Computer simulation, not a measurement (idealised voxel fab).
The following process module bears the name voxel ribs on slabs.
The figure presents cross-section cut, which has a width of 265 nm and is divided into square cells with an edge length of 5 nm.
Notation: cross-section as square-cell grid; stated in bands, top first, going down; one or more cell rows per band.
Look at the band entry: it leads with the top's height and the bottom's height in nm. Then it lists the materials left to right, with a width in nm for each. The word "all across" on a single material says that material fills the band edge to edge. The word "empty" is empty space.
Heights are expressed relative to 0, this being the level below which the as-received wafer comprises one material exclusively. The lowest band is unbounded in the downward direction and is denoted as in "z 0 and below".
Graded width ("30 to 40"): value in top row of band = first number; value in bottom row = second number; row-to-row change constant.
Basically "remained the same" means that step didn't change any cell in the cross-section.
Enclosed voids (no open way to top), threshold 8 cells or more, entry "Closed void register", notation width x height at distance, distance from left edge, nm.
Text after the settings on a step's line: the simulator's own remark on that step.
"overlay nm" denotes, for a step that has a mask, the displacement of the mask to the right of its planned place, with negative values corresponding to the left.
-- Below is the list of planned process steps
1) RECEIVE [material Si]
2) DIRECTIONAL_DEP [material SiO2] [thk nm 30]
3) DIRECTIONAL_DEP [material polySi] [thk nm 20]
4) DIRECTIONAL_DEP [material aC] [thk nm 10]
5) PATTERN [tone cover] [mask id RIB] [material resist] [width nm 15] [thk nm 25] [overlay nm 0]
6) DIRECTIONAL_ETCH [etch materials aC] [depth nm 10]
7) STRIP [etch materials resist]
8) DIRECTIONAL_ETCH [etch materials polySi] [depth nm 10]
9) STRIP [etch materials aC]
10) MASKED_ETCH [tone cover] [mask id SLAB] [width nm 85] [etch materials polySi] [depth nm 10] [overlay nm 0]
11) FILL_DEP [material SiO2] [thk nm 30]
12) CMP [height nm 70]
13) DIRECTIONAL_DEP [material TiN] [thk nm 5]
14) DIRECTIONAL_DEP [material aC] [thk nm 10]
15) PATTERN [tone cover] [mask id HEATER] [material resist] [width nm 35] [thk nm 30] [overlay nm 0]
16) DIRECTIONAL_ETCH [etch materials aC] [depth nm 10]
17) STRIP [etch materials resist]
18) DIRECTIONAL_ETCH [etch materials TiN] [depth nm 5]
19) STRIP [etch materials aC]
20) CONFORMAL_DEP [material SiN] [thk nm 5]
It is noted that the wafers described herein are identical at the outset and are distinguished by the width nm of step 5; the value stated in the plan corresponds to the first wafer.
-- First of several wafers (as received, post step 1), cross-sectional view
	z 0 and below = Si all across
	Closed void register: none
-- First of several wafers in cross-section at module end, following the final step, step 20
	z 80 to 75 = 110 nm empty / 45 nm SiN / 110 nm empty
	z 75 to 70 = 115 nm SiN / 35 nm TiN / 115 nm SiN
	z 70 to 50 = SiO2 all across
	z 50 to 40 = 125 nm SiO2 / 15 nm polySi / 125 nm SiO2
	z 40 to 30 = 90 nm SiO2 / 85 nm polySi / 90 nm SiO2
	z 30 to 0 = SiO2 all across
	z 0 and below = Si all across
	Closed void register: none
-- End of module, last wafer sectioned
	z 80 to 75 = 110 nm empty / 45 nm SiN / 110 nm empty
	z 75 to 70 = 115 nm SiN / 35 nm TiN / 115 nm SiN
	z 70 to 50 = SiO2 all across
	z 50 to 40 = 115 nm SiO2 / 40 nm polySi / 110 nm SiO2
	z 40 to 30 = 90 nm SiO2 / 85 nm polySi / 90 nm SiO2
	z 30 to 0 = SiO2 all across
	z 0 and below = Si all across
	Closed void register: none
-- The rows of the table below are wafers. Looking at the end of the module, a row counts, for every material, the cells the wafer has gained, shown as (+), or lost, shown as (-), since it was received; its closed voids come next
width nm 15; +55 SiN; +702 SiO2; +7 TiN; +40 polySi; Closed void register: none
width nm 20; +55 SiN; +700 SiO2; +7 TiN; +42 polySi; Closed void register: none
width nm 25; +55 SiN; +698 SiO2; +7 TiN; +44 polySi; Closed void register: none
width nm 30; +55 SiN; +696 SiO2; +7 TiN; +46 polySi; Closed void register: none
width nm 35; +55 SiN; +694 SiO2; +7 TiN; +48 polySi; Closed void register: none
width nm 40; +55 SiN; +692 SiO2; +7 TiN; +50 polySi; Closed void register: none
